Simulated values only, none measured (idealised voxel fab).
You're looking at the process module voxel wiring stack.
Section cut is 240 nm wide and gridded with 5 nm square cells.
Notation: cross-section as square-cell grid; stated in bands, top first, going down; one or more cell rows per band. Within each band entry, the heights of the top and of the bottom of the band appear first, in that order and in nm; the materials of the band then follow from left to right, each with its corresponding width in nm. The designation "everywhere" on a single material indicates that it fills the band from edge to edge; the designation "empty" indicates empty space. The reference from which all heights are counted is 0, the level beneath which the as-received wafer is entirely one material; the lowest band, having no lower bound, proceeds downward and is written after the example "0 and below". Note: "30 to 40" means the width goes from the first number (top row of the band) to the second number (bottom row) in equal steps per row of cells. "everything unchanged" (step): cross-section cells unchanged, all of them. This entry, "Voids, enclosed", enumerates those empty regions of no fewer than 8 cells that possess no open connection to the top. Each region is reported in the form width x height at distance, the distance being taken from the left edge, with all three quantities expressed in nm. On each step's line, the part that comes after the settings is the simulator's own comment on the step. overlay nm: mask right of planned place by this much (step with mask). Neg. = left.
Here's what the planned process steps look like:
1. RECEIVE: material Si
2. CONFORMAL_DEP: material SiO2, thk nm 15
3. DIRECTIONAL_DEP: material TiN, thk nm 5
4. DIRECTIONAL_DEP: material Ru, thk nm 20
5. MASKED_ETCH: tone cover, mask id METAL_1, width nm 25, pitch nm 40, etch materials Ru, depth nm 20, overlay nm 0
6. MASKED_ETCH: tone cover, mask id METAL_1, width nm 25, pitch nm 40, etch materials TiN, depth nm 5, overlay nm 0
7. FILL_DEP: material SiO2, thk nm 5
8. CMP: height nm 40
9. CONFORMAL_DEP: material SiCN, thk nm 5
10. DIRECTIONAL_DEP: material lowk, thk nm 15
11. MASKED_ETCH: tone open, mask id PLUG_1, width nm 15, pitch nm 40, etch materials lowk, depth nm 15, overlay nm 0
12. MASKED_ETCH: tone open, mask id PLUG_1, width nm 15, pitch nm 40, etch materials SiCN, depth nm 5, overlay nm 0
13. EPI: material Ru, thk nm 10
14. EPI: material Ru, thk nm 10
15. CONFORMAL_DEP: material SiN, thk nm 5
16. DIRECTIONAL_DEP: material SiO2, thk nm 15
17. DIRECTIONAL_DEP: material aC, thk nm 15
18. PATTERN: tone open, mask id METAL_2, material resist, width nm 25, pitch nm 40, thk nm 30, overlay nm 0
19. DIRECTIONAL_ETCH: etch materials aC, depth nm 15
20. STRIP: etch materials resist
21. DIRECTIONAL_ETCH: etch materials SiO2, depth nm 15
22. DIRECTIONAL_ETCH: etch materials SiN, depth nm 5
23. STRIP: etch materials aC
24. CONFORMAL_DEP: material TiN, thk nm 5
25. FILL_DEP: material Cu, thk nm 5
26. CMP: height nm 80
27. CONFORMAL_DEP: material SiCN, thk nm 5
28. DIRECTIONAL_DEP: material SiO2, thk nm 25
29. MASKED_ETCH: tone open, mask id METAL_3_HOLES, width nm 15, etch materials SiO2, depth nm 25, overlay nm 0
30. DIRECTIONAL_DEP: material aC, thk nm 15
31. PATTERN: tone open, mask id METAL_3, material resist, width nm 25, pitch nm 40, thk nm 30, overlay nm 0
32. DIRECTIONAL_ETCH: etch materials aC, depth nm 15
33. STRIP: etch materials resist
34. DIRECTIONAL_ETCH: etch materials SiO2, depth nm 15
35. DIRECTIONAL_ETCH: etch materials SiCN, depth nm 5
36. STRIP: etch materials aC
37. CONFORMAL_DEP: material TiN, thk nm 5
38. FILL_DEP: material Ru, thk nm 10
39. CMP: height nm 110
40. CONFORMAL_DEP: material SiCN, thk nm 5
41. DIRECTIONAL_DEP: material SiO2, thk nm 30
42. PATTERN: tone open, mask id METAL_4, material resist, width nm 25, pitch nm 40, thk nm 20, overlay nm 0
43. DIRECTIONAL_ETCH: etch materials SiO2, depth nm 20
44. STRIP: etch materials resist
45. MASKED_ETCH: tone open, mask id METAL_4_HOLES, width nm 15, pitch nm 40, etch materials SiO2, depth nm 10, overlay nm 0
46. MASKED_ETCH: tone open, mask id METAL_4_HOLES, width nm 15, pitch nm 40, etch materials SiCN, depth nm 5, overlay nm 0
47. CONFORMAL_DEP: material TiN, thk nm 5
48. FILL_DEP: material Cu, thk nm 5
49. CMP: height nm 145
50. CONFORMAL_DEP: material SiN, thk nm 5
Every wafer here starts from the same state; it is the step 50 thk nm that distinguishes them, and the value the plan gives belongs to the first wafer.
The first of several wafers in cross-section, exactly as it reached us after step 1:
  0 and below | Si everywhere
  Voids, enclosed: none
Cross-sectional representation of the first of several wafers at the end of the module, i.e. after its terminal step, step 50:
  150 down to 145 | SiN everywhere
  145 down to 130 | SiO2 85 nm; TiN 5 nm; Cu 15 nm; TiN 5 nm; SiO2 15 nm; TiN 5 nm; Cu 15 nm; TiN 5 nm; SiO2 90 nm
  130 down to 125 | SiO2 85 nm; TiN 5 nm; Cu 5 nm; TiN 15 nm; SiO2 15 nm; TiN 5 nm; Cu 5 nm; TiN 15 nm; SiO2 90 nm
  125 down to 115 | SiO2 85 nm; TiN 5 nm; Cu 5 nm; TiN 5 nm; SiO2 25 nm; TiN 5 nm; Cu 5 nm; TiN 5 nm; SiO2 100 nm
  115 down to 110 | SiCN 85 nm; TiN 15 nm; SiCN 25 nm; TiN 15 nm; SiCN 100 nm
  110 down to 100 | SiO2 85 nm; TiN 5 nm; Ru 15 nm; TiN 5 nm; SiO2 15 nm; TiN 5 nm; Ru 15 nm; TiN 5 nm; SiO2 90 nm
  100 down to 95 | SiO2 85 nm; TiN 5 nm; Ru 5 nm; TiN 15 nm; SiO2 15 nm; TiN 25 nm; SiO2 90 nm
  95 down to 85 | SiO2 85 nm; TiN 5 nm; Ru 5 nm; TiN 5 nm; SiO2 140 nm
  85 down to 80 | SiCN 85 nm; TiN 15 nm; SiCN 140 nm
  80 down to 65 | SiO2 85 nm; TiN 5 nm; Cu 15 nm; TiN 5 nm; SiO2 15 nm; TiN 5 nm; Cu 15 nm; TiN 5 nm; SiO2 90 nm
  65 down to 60 | SiN 85 nm; TiN 25 nm; SiN 15 nm; TiN 25 nm; SiN 90 nm
  60 down to 45 | lowk 85 nm; Ru 15 nm; lowk 25 nm; Ru 15 nm; lowk 100 nm
  45 down to 40 | SiCN 85 nm; Ru 15 nm; SiCN 25 nm; Ru 15 nm; SiCN 100 nm
  40 down to 20 | SiO2 85 nm; Ru 25 nm; SiO2 15 nm; Ru 25 nm; SiO2 90 nm
  20 down to 15 | SiO2 85 nm; TiN 25 nm; SiO2 15 nm; TiN 25 nm; SiO2 90 nm
  15 down to 0 | SiO2 everywhere
  0 and below | Si everywhere
  Voids, enclosed: none
The module's end: a cross-section of the last wafer:
  165 down to 145 | SiN everywhere
  145 down to 130 | SiO2 85 nm; TiN 5 nm; Cu 15 nm; TiN 5 nm; SiO2 15 nm; TiN 5 nm; Cu 15 nm; TiN 5 nm; SiO2 90 nm
  130 down to 125 | SiO2 85 nm; TiN 5 nm; Cu 5 nm; TiN 15 nm; SiO2 15 nm; TiN 5 nm; Cu 5 nm; TiN 15 nm; SiO2 90 nm
  125 down to 115 | SiO2 85 nm; TiN 5 nm; Cu 5 nm; TiN 5 nm; SiO2 25 nm; TiN 5 nm; Cu 5 nm; TiN 5 nm; SiO2 100 nm
  115 down to 110 | SiCN 85 nm; TiN 15 nm; SiCN 25 nm; TiN 15 nm; SiCN 100 nm
  110 down to 100 | SiO2 85 nm; TiN 5 nm; Ru 15 nm; TiN 5 nm; SiO2 15 nm; TiN 5 nm; Ru 15 nm; TiN 5 nm; SiO2 90 nm
  100 down to 95 | SiO2 85 nm; TiN 5 nm; Ru 5 nm; TiN 15 nm; SiO2 15 nm; TiN 25 nm; SiO2 90 nm
  95 down to 85 | SiO2 85 nm; TiN 5 nm; Ru 5 nm; TiN 5 nm; SiO2 140 nm
  85 down to 80 | SiCN 85 nm; TiN 15 nm; SiCN 140 nm
  80 down to 65 | SiO2 85 nm; TiN 5 nm; Cu 15 nm; TiN 5 nm; SiO2 15 nm; TiN 5 nm; Cu 15 nm; TiN 5 nm; SiO2 90 nm
  65 down to 60 | SiN 85 nm; TiN 25 nm; SiN 15 nm; TiN 25 nm; SiN 90 nm
  60 down to 45 | lowk 85 nm; Ru 15 nm; lowk 25 nm; Ru 15 nm; lowk 100 nm
  45 down to 40 | SiCN 85 nm; Ru 15 nm; SiCN 25 nm; Ru 15 nm; SiCN 100 nm
  40 down to 20 | SiO2 85 nm; Ru 25 nm; SiO2 15 nm; Ru 25 nm; SiO2 90 nm
  20 down to 15 | SiO2 85 nm; TiN 25 nm; SiO2 15 nm; TiN 25 nm; SiO2 90 nm
  15 down to 0 | SiO2 everywhere
  0 and below | Si everywhere
  Voids, enclosed: none
Below, a row for every wafer. Read it as the end-of-module picture: for each material the wafer shows its cells gained (+) or lost (-) since it was received, and then its closed voids:
thk nm 5; +42 Cu; +79 Ru; +129 SiCN; +86 SiN; +888 SiO2; +90 TiN; +126 lowk; Voids, enclosed: none
thk nm 10; +42 Cu; +79 Ru; +129 SiCN; +134 SiN; +888 SiO2; +90 TiN; +126 lowk; Voids, enclosed: none
thk nm 15; +42 Cu; +79 Ru; +129 SiCN; +182 SiN; +888 SiO2; +90 TiN; +126 lowk; Voids, enclosed: none
thk nm 20; +42 Cu; +79 Ru; +129 SiCN; +230 SiN; +888 SiO2; +90 TiN; +126 lowk; Voids, enclosed: none
